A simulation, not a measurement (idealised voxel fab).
process module | voxel capacitor over wiring
cross-section cut | 190 nm wide | cells 5 nm
A cross-section is a grid of square cells, given in bands from the top down. A band is one or more rows of cells.
Each band's line starts with the height of the band's top and of its bottom, in nm. Then come its materials from left to right, each with its width in nm. One material with "throughout" fills the band from edge to edge. "air" is empty space.
Height 0 is the level under which the wafer as received is all one material. The lowest band goes on downwards, as in "0 down".
A width such as "30 to 40" changes by the same amount from each row of cells to the next, from the band's top row to its bottom row.
"no change" after a step means that no cell of the cross-section changed.
closed voids: empty space of 8 cells or more with no open way to the top, each as width x height at its distance from the left edge, in nm
after a step's settings: what the simulator itself notes on the step
overlay nm, on a step with a mask: how far to the right of its planned place the mask lay; to the left if negative
plan
1 op RECEIVE | material Si
2 op CONFORMAL_DEP | material SiO2 | thk nm 10
3 op DIRECTIONAL_DEP | material TiN | thk nm 5
4 op DIRECTIONAL_DEP | material W | thk nm 25
5 op DIRECTIONAL_DEP | material aC | thk nm 10
6 op PATTERN | tone cover | mask id METAL_1 | material resist | width nm 20 | pitch nm 75 | thk nm 30 | overlay nm 0
7 op DIRECTIONAL_ETCH | etch materials aC | depth nm 10
8 op STRIP | etch materials resist
9 op DIRECTIONAL_ETCH | etch materials W | depth nm 25
10 op DIRECTIONAL_ETCH | etch materials TiN | depth nm 5
11 op STRIP | etch materials aC
12 op FILL_DEP | material lowk | thk nm 10
13 op CMP | height nm 40
14 op CONFORMAL_DEP | material SiCN | thk nm 5
15 op DIRECTIONAL_DEP | material lowk | thk nm 15
16 op MASKED_ETCH | tone open | mask id PLUG_1 | width nm 15 | etch materials lowk | depth nm 15 | overlay nm 0
17 op MASKED_ETCH | tone open | mask id PLUG_1 | width nm 15 | etch materials SiCN | depth nm 5 | overlay nm 0
18 op CONFORMAL_DEP | material TiN | thk nm 5
19 op FILL_DEP | material Cu | thk nm 5
20 op CMP | height nm 60
21 op DIRECTIONAL_DEP | material TiN | thk nm 10
22 op DIRECTIONAL_DEP | material SiN | thk nm 5
23 op DIRECTIONAL_DEP | material TiN | thk nm 10
24 op PATTERN | tone cover | mask id UPPER_PLATE | material resist | width nm 60 | thk nm 15 | overlay nm 0
25 op DIRECTIONAL_ETCH | etch materials TiN | depth nm 10
26 op DIRECTIONAL_ETCH | etch materials SiN | depth nm 5
27 op STRIP | etch materials resist
28 op PATTERN | tone cover | mask id LOWER_PLATE | material resist | width nm 70 | thk nm 15 | overlay nm 0
29 op DIRECTIONAL_ETCH | etch materials TiN | depth nm 10
30 op STRIP | etch materials resist
31 op FILL_DEP | material SiO2 | thk nm 20
32 op CMP | height nm 100
33 op MASKED_ETCH | tone open | mask id PLUG_2 | width nm 15 | etch materials SiO2 | depth nm 15 | overlay nm 0
34 op CONFORMAL_DEP | material TiN | thk nm 5
35 op FILL_DEP | material Cu | thk nm 10
36 op CMP | height nm 100
37 op CONFORMAL_DEP | material SiCN | thk nm 5
as received, after step 1
  0 down: Si throughout
  closed voids: none
a wafer at the end: this start, this plan, one mistake
  105 to 100: SiCN throughout
  100 to 90: SiO2 60 | TiN 5 | Cu 5 | TiN 5 | SiO2 115
  90 to 85: SiO2 60 | TiN 15 | SiO2 115
  85 to 75: SiO2 50 | TiN 60 | SiO2 80
  75 to 70: SiO2 50 | SiN 60 | SiO2 80
  70 to 60: SiO2 45 | TiN 70 | SiO2 75
  60 to 45: lowk 50 | TiN 5 | Cu 5 | TiN 5 | lowk 125
  45 to 40: SiCN 50 | TiN 15 | SiCN 125
  40 to 15: lowk 40 | W 30 | lowk 45 | W 30 | lowk 45
  15 to 10: lowk 40 | TiN 30 | lowk 45 | TiN 30 | lowk 45
  10 to 0: SiO2 throughout
  0 down: Si throughout
  closed voids: none
what went wrong: step 6 ran as: op PATTERN | tone cover | mask id METAL_1 | material resist | width nm 30 | pitch nm 75 | thk nm 30 | overlay nm 0
